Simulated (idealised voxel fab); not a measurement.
The process module that follows is named voxel self aligned contacts.
We display cut, a cross-section 240 nm in width whose square cells are each 5 nm.
This document writes a cross-section as a grid whose cells are square, and gives it as bands, listed from the top down; one or more rows of cells form a band.
Each band's line starts with the height of the band's top and of its bottom, in nm. Then come its materials from left to right, each with its width in nm. One material with "throughout" fills the band from edge to edge. "blank" is empty space.
Heights are measured from 0, the level below which the as-received wafer is all one material; the lowest band has no bottom and continues downward, written as in "0 and below".
The width entry "30->40" should be interpreted row by row: the top row of cells in the band takes the first number, the bottom row takes the second number, and the change between adjacent rows is uniform throughout.
For the purposes of this document, the phrase "nothing was modified" attached to a step denotes that no cell within the cross-section was modified by that step.
What "closed voids" gives you is every empty space of 8 cells or more that is cut off from the top. Each appears as width x height at distance, with the distance taken from the left edge and width, height and distance all in nm.
What comes after the settings on a step's line is commentary from the simulator itself on that step.
Each step line may optionally specify "overlay nm", which for a step with a mask gives the rightward distance between the mask's planned place and where it lay, a negative value indicating the leftward direction.
How should the pairs below be read? Each gives the cross-section before one process step and the cross-section after it, the latter drawn only to the lowest band that changed; the step that lies between them, with its settings, appears under the pair. Does a pair pick up where the pair above left off? Only where its entry headed "Snapshot before" says so, since pairs can come from different runs of this module on the same starting wafer.

### Snapshot before
55 down to 50: SiO2 throughout
50 down to 30: 65 nm SiO2; 45 nm SiN; 15 nm SiO2; 45 nm SiN; 70 nm SiO2
30 down to 5: 65 nm SiO2; 5 nm SiN; 35 nm polySi; 5 nm SiN; 15 nm SiO2; 5 nm SiN; 35 nm polySi; 5 nm SiN; 70 nm SiO2
5 down to 0: SiO2 throughout
0 and below: Si throughout
closed voids: none

### Step Outcome
70 down to 55: 95 nm resist; 50 nm blank; 95 nm resist
For the remainder of the cross-section, below 55, there is no change.
closed voids: none
Between before and after as drawn above: PATTERN, tone open, mask id CONTACT, material resist, width nm 50, thk nm 15, overlay nm 0

Snapshot before: the state before this step is the cross-section shown after the step in the pair just above.

### Step Outcome
70 down to 55: 95 nm resist; 50 nm blank; 95 nm resist
55 down to 50: 95 nm SiO2; 50 nm blank; 95 nm SiO2
50 down to 30: 65 nm SiO2; 45 nm SiN; 15 nm blank; 45 nm SiN; 70 nm SiO2
30 down to 5: 65 nm SiO2; 5 nm SiN; 35 nm polySi; 5 nm SiN; 15 nm blank; 5 nm SiN; 35 nm polySi; 5 nm SiN; 70 nm SiO2
5 down to 0: 110 nm SiO2; 15 nm blank; 115 nm SiO2
For the remainder of the cross-section, below 0, there is no change.
closed voids: none
Between before and after as drawn above: DIRECTIONAL_ETCH, etch materials SiO2, depth nm 55

Snapshot before: the state before this step is the cross-section shown after the step in the pair just above.

### Step Outcome
55 down to 50: 95 nm SiO2; 50 nm blank; 95 nm SiO2
For the remainder of the cross-section, below 50, there is no change.
closed voids: none
Between before and after as drawn above: STRIP, etch materials resist

Snapshot before: the state before this step is the cross-section shown after the step in the pair just above.

### Step Outcome
60 down to 55: 100 nm TiN; 40 nm blank; 100 nm TiN
55 down to 50: 95 nm SiO2; 20 nm TiN; 5 nm blank; 25 nm TiN; 95 nm SiO2
50 down to 30: 65 nm SiO2; 45 nm SiN; 5 nm TiN; 5 nm blank; 5 nm TiN; 45 nm SiN; 70 nm SiO2
30 down to 5: 65 nm SiO2; 5 nm SiN; 35 nm polySi; 5 nm SiN; 5 nm TiN; 5 nm blank; 5 nm TiN; 5 nm SiN; 35 nm polySi; 5 nm SiN; 70 nm SiO2
5 down to 0: 110 nm SiO2; 15 nm TiN; 115 nm SiO2
For the remainder of the cross-section, below 0, there is no change.
closed voids: none
Between before and after as drawn above: CONFORMAL_DEP, material TiN, thk nm 5

Snapshot before: the state before this step is the cross-section shown after the step in the pair just above.

### Step Outcome
65 down to 60: W throughout
60 down to 55: 100 nm TiN; 40 nm W; 100 nm TiN
55 down to 50: 95 nm SiO2; 20 nm TiN; 5 nm W; 25 nm TiN; 95 nm SiO2
50 down to 30: 65 nm SiO2; 45 nm SiN; 5 nm TiN; 5 nm W; 5 nm TiN; 45 nm SiN; 70 nm SiO2
30 down to 5: 65 nm SiO2; 5 nm SiN; 35 nm polySi; 5 nm SiN; 5 nm TiN; 5 nm W; 5 nm TiN; 5 nm SiN; 35 nm polySi; 5 nm SiN; 70 nm SiO2
For the remainder of the cross-section, below 5, there is no change.
closed voids: none
Between before and after as drawn above: FILL_DEP, material W, thk nm 5

Snapshot before: the state before this step is the cross-section shown after the step in the pair just above.

### Step Outcome
55 down to 50: 95 nm SiO2; 20 nm TiN; 5 nm W; 25 nm TiN; 95 nm SiO2
For the remainder of the cross-section, below 50, there is no change.
closed voids: none
Between before and after as drawn above: CMP, height nm 55

Snapshot before: the state before this step is the cross-section shown after the step in the pair just above.

### Step Outcome
60 down to 55: SiN throughout
For the remainder of the cross-section, below 55, there is no change.
closed voids: none
Between before and after as drawn above: CONFORMAL_DEP, material SiN, thk nm 5

### Snapshot before
65 down to 50: aC throughout
50 down to 30: SiN throughout
30 down to 5: polySi throughout
5 down to 0: SiO2 throughout
0 and below: Si throughout
closed voids: none

### Step Outcome
95 down to 65: 60 nm blank; 35 nm resist; 25 nm blank; 35 nm resist; 85 nm blank
For the remainder of the cross-section, below 65, there is no change.
closed voids: none
Between before and after as drawn above: PATTERN, tone cover, mask id GATE, material resist, width nm 35, pitch nm 60, thk nm 30, overlay nm -10

Snapshot before: the state before this step is the cross-section shown after the step in the pair just above.

### Step Outcome
80 down to 65: 60 nm blank; 35 nm resist; 25 nm blank; 35 nm resist; 85 nm blank
65 down to 50: 60 nm blank; 35 nm aC; 25 nm blank; 35 nm aC; 85 nm blank
For the remainder of the cross-section, below 50, there is no change.
closed voids: none
Between before and after as drawn above: DIRECTIONAL_ETCH, etch materials aC, depth nm 15

Snapshot before: the state before this step is the cross-section shown after the step in the pair just above.

### Step Outcome
65 down to 50: 60 nm blank; 35 nm aC; 25 nm blank; 35 nm aC; 85 nm blank
For the remainder of the cross-section, below 50, there is no change.
closed voids: none
Between before and after as drawn above: STRIP, etch materials resist

Snapshot before: the state before this step is the cross-section shown after the step in the pair just above.

### Step Outcome
65 down to 50: 60 nm blank; 35 nm aC; 25 nm blank; 35 nm aC; 85 nm blank
50 down to 30: 60 nm blank; 35 nm SiN; 25 nm blank; 35 nm SiN; 85 nm blank
For the remainder of the cross-section, below 30, there is no change.
closed voids: none
Between before and after as drawn above: DIRECTIONAL_ETCH, etch materials SiN, depth nm 20

Snapshot before: the state before this step is the cross-section shown after the step in the pair just above.

### Step Outcome
65 down to 50: 60 nm blank; 35 nm aC; 25 nm blank; 35 nm aC; 85 nm blank
50 down to 30: 60 nm blank; 35 nm SiN; 25 nm blank; 35 nm SiN; 85 nm blank
30 down to 5: 60 nm blank; 35 nm polySi; 25 nm blank; 35 nm polySi; 85 nm blank
For the remainder of the cross-section, below 5, there is no change.
closed voids: none
Between before and after as drawn above: DIRECTIONAL_ETCH, etch materials polySi, depth nm 25

Snapshot before: the state before this step is the cross-section shown after the step in the pair just above.

### Step Outcome
50 down to 30: 60 nm blank; 35 nm SiN; 25 nm blank; 35 nm SiN; 85 nm blank
For the remainder of the cross-section, below 30, there is no change.
closed voids: none
Between before and after as drawn above: STRIP, etch materials aC

Snapshot before: the state before this step is the cross-section shown after the step in the pair just above.

### Step Outcome
55 down to 30: 55 nm blank; 45 nm SiN; 15 nm blank; 45 nm SiN; 80 nm blank
30 down to 10: 55 nm blank; 5 nm SiN; 35 nm polySi; 5 nm SiN; 15 nm blank; 5 nm SiN; 35 nm polySi; 5 nm SiN; 80 nm blank
10 down to 5: 60 nm SiN; 35 nm polySi; 25 nm SiN; 35 nm polySi; 85 nm SiN
For the remainder of the cross-section, below 5, there is no change.
closed voids: none
Between before and after as drawn above: CONFORMAL_DEP, material SiN, thk nm 5

Snapshot before: the state before this step is the cross-section shown after the step in the pair just above.

### Step Outcome
50 down to 30: 55 nm blank; 45 nm SiN; 15 nm blank; 45 nm SiN; 80 nm blank
30 down to 5: 55 nm blank; 5 nm SiN; 35 nm polySi; 5 nm SiN; 15 nm blank; 5 nm SiN; 35 nm polySi; 5 nm SiN; 80 nm blank
For the remainder of the cross-section, below 5, there is no change.
closed voids: none
Between before and after as drawn above: DIRECTIONAL_ETCH, etch materials SiN, depth nm 5

Snapshot before: the state before this step is the cross-section shown after the step in the pair just above.

### Step Outcome
65 down to 50: SiO2 throughout
50 down to 30: 55 nm SiO2; 45 nm SiN; 15 nm SiO2; 45 nm SiN; 80 nm SiO2
30 down to 5: 55 nm SiO2; 5 nm SiN; 35 nm polySi; 5 nm SiN; 15 nm SiO2; 5 nm SiN; 35 nm polySi; 5 nm SiN; 80 nm SiO2
For the remainder of the cross-section, below 5, there is no change.
closed voids: none
Between before and after as drawn above: FILL_DEP, material SiO2, thk nm 15

Snapshot before: the state before this step is the cross-section shown after the step in the pair just above.

### Step Outcome
55 down to 50: SiO2 throughout
For the remainder of the cross-section, below 50, there is no change.
closed voids: none
Between before and after as drawn above: CMP, height nm 55

Snapshot before: the state before this step is the cross-section shown after the step in the pair just above.

### Step Outcome
70 down to 55: 95 nm resist; 45 nm blank; 100 nm resist
For the remainder of the cross-section, below 55, there is no change.
closed voids: none
Between before and after as drawn above: PATTERN, tone open, mask id CONTACT, material resist, width nm 45, thk nm 15, overlay nm 0

Snapshot before: the state before this step is the cross-section shown after the step in the pair just above.

### Step Outcome
70 down to 55: 95 nm resist; 45 nm blank; 100 nm resist
55 down to 50: 95 nm SiO2; 45 nm blank; 100 nm SiO2
50 down to 30: 55 nm SiO2; 45 nm SiN; 15 nm blank; 45 nm SiN; 80 nm SiO2
30 down to 5: 55 nm SiO2; 5 nm SiN; 35 nm polySi; 5 nm SiN; 15 nm blank; 5 nm SiN; 35 nm polySi; 5 nm SiN; 80 nm SiO2
5 down to 0: 100 nm SiO2; 15 nm blank; 125 nm SiO2
For the remainder of the cross-section, below 0, there is no change.
closed voids: none
Between before and after as drawn above: DIRECTIONAL_ETCH, etch materials SiO2, depth nm 55

Snapshot before: the state before this step is the cross-section shown after the step in the pair just above.

### Step Outcome
55 down to 50: 95 nm SiO2; 45 nm blank; 100 nm SiO2
For the remainder of the cross-section, below 50, there is no change.
closed voids: none
Between before and after as drawn above: STRIP, etch materials resist

Snapshot before: the state before this step is the cross-section shown after the step in the pair just above.

### Step Outcome
60 down to 55: 100 nm TiN; 35 nm blank; 105 nm TiN
55 down to 50: 95 nm SiO2; 10 nm TiN; 5 nm blank; 30 nm TiN; 100 nm SiO2
50 down to 30: 55 nm SiO2; 45 nm SiN; 5 nm TiN; 5 nm blank; 5 nm TiN; 45 nm SiN; 80 nm SiO2
30 down to 5: 55 nm SiO2; 5 nm SiN; 35 nm polySi; 5 nm SiN; 5 nm TiN; 5 nm blank; 5 nm TiN; 5 nm SiN; 35 nm polySi; 5 nm SiN; 80 nm SiO2
5 down to 0: 100 nm SiO2; 15 nm TiN; 125 nm SiO2
For the remainder of the cross-section, below 0, there is no change.
closed voids: none
Between before and after as drawn above: CONFORMAL_DEP, material TiN, thk nm 5

Snapshot before: the state before this step is the cross-section shown after the step in the pair just above.

### Step Outcome
65 down to 60: W throughout
60 down to 55: 100 nm TiN; 35 nm W; 105 nm TiN
55 down to 50: 95 nm SiO2; 10 nm TiN; 5 nm W; 30 nm TiN; 100 nm SiO2
50 down to 30: 55 nm SiO2; 45 nm SiN; 5 nm TiN; 5 nm W; 5 nm TiN; 45 nm SiN; 80 nm SiO2
30 down to 5: 55 nm SiO2; 5 nm SiN; 35 nm polySi; 5 nm SiN; 5 nm TiN; 5 nm W; 5 nm TiN; 5 nm SiN; 35 nm polySi; 5 nm SiN; 80 nm SiO2
For the remainder of the cross-section, below 5, there is no change.
closed voids: none
Between before and after as drawn above: FILL_DEP, material W, thk nm 5

Snapshot before: the state before this step is the cross-section shown after the step in the pair just above.

### Step Outcome
55 down to 50: 95 nm SiO2; 10 nm TiN; 5 nm W; 30 nm TiN; 100 nm SiO2
For the remainder of the cross-section, below 50, there is no change.
closed voids: none
Between before and after as drawn above: CMP, height nm 55

Snapshot before: the state before this step is the cross-section shown after the step in the pair just above.

### Step Outcome
60 down to 55: SiN throughout
For the remainder of the cross-section, below 55, there is no change.
closed voids: none
Between before and after as drawn above: CONFORMAL_DEP, material SiN, thk nm 5

### Snapshot before
55 down to 50: 95 nm SiO2; 20 nm TiN; 5 nm W; 20 nm TiN; 100 nm SiO2
50 down to 30: 65 nm SiO2; 45 nm SiN; 5 nm TiN; 5 nm W; 5 nm TiN; 45 nm SiN; 70 nm SiO2
30 down to 5: 65 nm SiO2; 5 nm SiN; 35 nm polySi; 5 nm SiN; 5 nm TiN; 5 nm W; 5 nm TiN; 5 nm SiN; 35 nm polySi; 5 nm SiN; 70 nm SiO2
5 down to 0: 110 nm SiO2; 15 nm TiN; 115 nm SiO2
0 and below: Si throughout
closed voids: none

### Step Outcome
60 down to 55: W throughout
For the remainder of the cross-section, below 55, there is no change.
closed voids: none
Between before and after as drawn above: CONFORMAL_DEP, material W, thk nm 5

### Snapshot before
65 down to 50: aC throughout
50 down to 30: SiN throughout
30 down to 5: polySi throughout
5 down to 0: SiO2 throughout
0 and below: Si throughout
closed voids: none

### Step Outcome
95 down to 65: 70 nm resist; 35 nm blank; 25 nm resist; 35 nm blank; 75 nm resist
For the remainder of the cross-section, below 65, there is no change.
closed voids: none
Between before and after as drawn above: PATTERN, tone open, mask id GATE, material resist, width nm 35, pitch nm 60, thk nm 30, overlay nm 0

Snapshot before: the state before this step is the cross-section shown after the step in the pair just above.

### Step Outcome
80 down to 65: 70 nm resist; 35 nm blank; 25 nm resist; 35 nm blank; 75 nm resist
65 down to 50: 70 nm aC; 35 nm blank; 25 nm aC; 35 nm blank; 75 nm aC
For the remainder of the cross-section, below 50, there is no change.
closed voids: none
Between before and after as drawn above: DIRECTIONAL_ETCH, etch materials aC, depth nm 15

Snapshot before: the state before this step is the cross-section shown after the step in the pair just above.

### Step Outcome
65 down to 50: 70 nm aC; 35 nm blank; 25 nm aC; 35 nm blank; 75 nm aC
For the remainder of the cross-section, below 50, there is no change.
closed voids: none
Between before and after as drawn above: STRIP, etch materials resist

Snapshot before: the state before this step is the cross-section shown after the step in the pair just above.

### Step Outcome
65 down to 50: 70 nm aC; 35 nm blank; 25 nm aC; 35 nm blank; 75 nm aC
50 down to 30: 70 nm SiN; 35 nm blank; 25 nm SiN; 35 nm blank; 75 nm SiN
For the remainder of the cross-section, below 30, there is no change.
closed voids: none
Between before and after as drawn above: DIRECTIONAL_ETCH, etch materials SiN, depth nm 20

Snapshot before: the state before this step is the cross-section shown after the step in the pair just above.

### Step Outcome
65 down to 50: 70 nm aC; 35 nm blank; 25 nm aC; 35 nm blank; 75 nm aC
50 down to 30: 70 nm SiN; 35 nm blank; 25 nm SiN; 35 nm blank; 75 nm SiN
30 down to 5: 70 nm polySi; 35 nm blank; 25 nm polySi; 35 nm blank; 75 nm polySi
For the remainder of the cross-section, below 5, there is no change.
closed voids: none
Between before and after as drawn above: DIRECTIONAL_ETCH, etch materials polySi, depth nm 25

Snapshot before: the state before this step is the cross-section shown after the step in the pair just above.

### Step Outcome
50 down to 30: 70 nm SiN; 35 nm blank; 25 nm SiN; 35 nm blank; 75 nm SiN
For the remainder of the cross-section, below 30, there is no change.
closed voids: none
Between before and after as drawn above: STRIP, etch materials aC

Snapshot before: the state before this step is the cross-section shown after the step in the pair just above.

### Step Outcome
55 down to 30: 75 nm SiN; 25 nm blank; 35 nm SiN; 25 nm blank; 80 nm SiN
30 down to 10: 70 nm polySi; 5 nm SiN; 25 nm blank; 5 nm SiN; 25 nm polySi; 5 nm SiN; 25 nm blank; 5 nm SiN; 75 nm polySi
10 down to 5: 70 nm polySi; 35 nm SiN; 25 nm polySi; 35 nm SiN; 75 nm polySi
For the remainder of the cross-section, below 5, there is no change.
closed voids: none
Between before and after as drawn above: CONFORMAL_DEP, material SiN, thk nm 5

Snapshot before: the state before this step is the cross-section shown after the step in the pair just above.

### Step Outcome
50 down to 30: 75 nm SiN; 25 nm blank; 35 nm SiN; 25 nm blank; 80 nm SiN
30 down to 5: 70 nm polySi; 5 nm SiN; 25 nm blank; 5 nm SiN; 25 nm polySi; 5 nm SiN; 25 nm blank; 5 nm SiN; 75 nm polySi
For the remainder of the cross-section, below 5, there is no change.
closed voids: none
Between before and after as drawn above: DIRECTIONAL_ETCH, etch materials SiN, depth nm 5

Snapshot before: the state before this step is the cross-section shown after the step in the pair just above.

### Step Outcome
65 down to 50: SiO2 throughout
50 down to 30: 75 nm SiN; 25 nm SiO2; 35 nm SiN; 25 nm SiO2; 80 nm SiN
30 down to 5: 70 nm polySi; 5 nm SiN; 25 nm SiO2; 5 nm SiN; 25 nm polySi; 5 nm SiN; 25 nm SiO2; 5 nm SiN; 75 nm polySi
For the remainder of the cross-section, below 5, there is no change.
closed voids: none
Between before and after as drawn above: FILL_DEP, material SiO2, thk nm 15

Snapshot before: the state before this step is the cross-section shown after the step in the pair just above.

### Step Outcome
55 down to 50: SiO2 throughout
For the remainder of the cross-section, below 50, there is no change.
closed voids: none
Between before and after as drawn above: CMP, height nm 55

Snapshot before: the state before this step is the cross-section shown after the step in the pair just above.

### Step Outcome
70 down to 55: 95 nm resist; 45 nm blank; 100 nm resist
For the remainder of the cross-section, below 55, there is no change.
closed voids: none
Between before and after as drawn above: PATTERN, tone open, mask id CONTACT, material resist, width nm 45, thk nm 15, overlay nm 0

Snapshot before: the state before this step is the cross-section shown after the step in the pair just above.

### Step Outcome
70 down to 55: 95 nm resist; 45 nm blank; 100 nm resist
55 down to 50: 95 nm SiO2; 45 nm blank; 100 nm SiO2
50 down to 30: 75 nm SiN; 20 nm SiO2; 5 nm blank; 35 nm SiN; 5 nm blank; 20 nm SiO2; 80 nm SiN
30 down to 5: 70 nm polySi; 5 nm SiN; 20 nm SiO2; 5 nm blank; 5 nm SiN; 25 nm polySi; 5 nm SiN; 5 nm blank; 20 nm SiO2; 5 nm SiN; 75 nm polySi
5 down to 0: 95 nm SiO2; 5 nm blank; 35 nm SiO2; 5 nm blank; 100 nm SiO2
For the remainder of the cross-section, below 0, there is no change.
closed voids: none
Between before and after as drawn above: DIRECTIONAL_ETCH, etch materials SiO2, depth nm 55

Snapshot before: the state before this step is the cross-section shown after the step in the pair just above.

### Step Outcome
55 down to 50: 95 nm SiO2; 45 nm blank; 100 nm SiO2
For the remainder of the cross-section, below 50, there is no change.
closed voids: none
Between before and after as drawn above: STRIP, etch materials resist

Snapshot before: the state before this step is the cross-section shown after the step in the pair just above.

### Step Outcome
60 down to 55: 100 nm TiN; 35 nm blank; 105 nm TiN
55 down to 50: 95 nm SiO2; 45 nm TiN; 100 nm SiO2
50 down to 30: 75 nm SiN; 20 nm SiO2; 5 nm TiN; 35 nm SiN; 5 nm TiN; 20 nm SiO2; 80 nm SiN
30 down to 5: 70 nm polySi; 5 nm SiN; 20 nm SiO2; 5 nm TiN; 5 nm SiN; 25 nm polySi; 5 nm SiN; 5 nm TiN; 20 nm SiO2; 5 nm SiN; 75 nm polySi
5 down to 0: 95 nm SiO2; 5 nm TiN; 35 nm SiO2; 5 nm TiN; 100 nm SiO2
For the remainder of the cross-section, below 0, there is no change.
closed voids: none
Between before and after as drawn above: CONFORMAL_DEP, material TiN, thk nm 5

Snapshot before: the state before this step is the cross-section shown after the step in the pair just above.

### Step Outcome
65 down to 60: W throughout
60 down to 55: 100 nm TiN; 35 nm W; 105 nm TiN
For the remainder of the cross-section, below 55, there is no change.
closed voids: none
Between before and after as drawn above: FILL_DEP, material W, thk nm 5

Snapshot before: the state before this step is the cross-section shown after the step in the pair just above.

### Step Outcome
55 down to 50: 95 nm SiO2; 45 nm TiN; 100 nm SiO2
For the remainder of the cross-section, below 50, there is no change.
closed voids: none
Between before and after as drawn above: CMP, height nm 55

Snapshot before: the state before this step is the cross-section shown after the step in the pair just above.

### Step Outcome
60 down to 55: SiN throughout
For the remainder of the cross-section, below 55, there is no change.
closed voids: none
Between before and after as drawn above: CONFORMAL_DEP, material SiN, thk nm 5
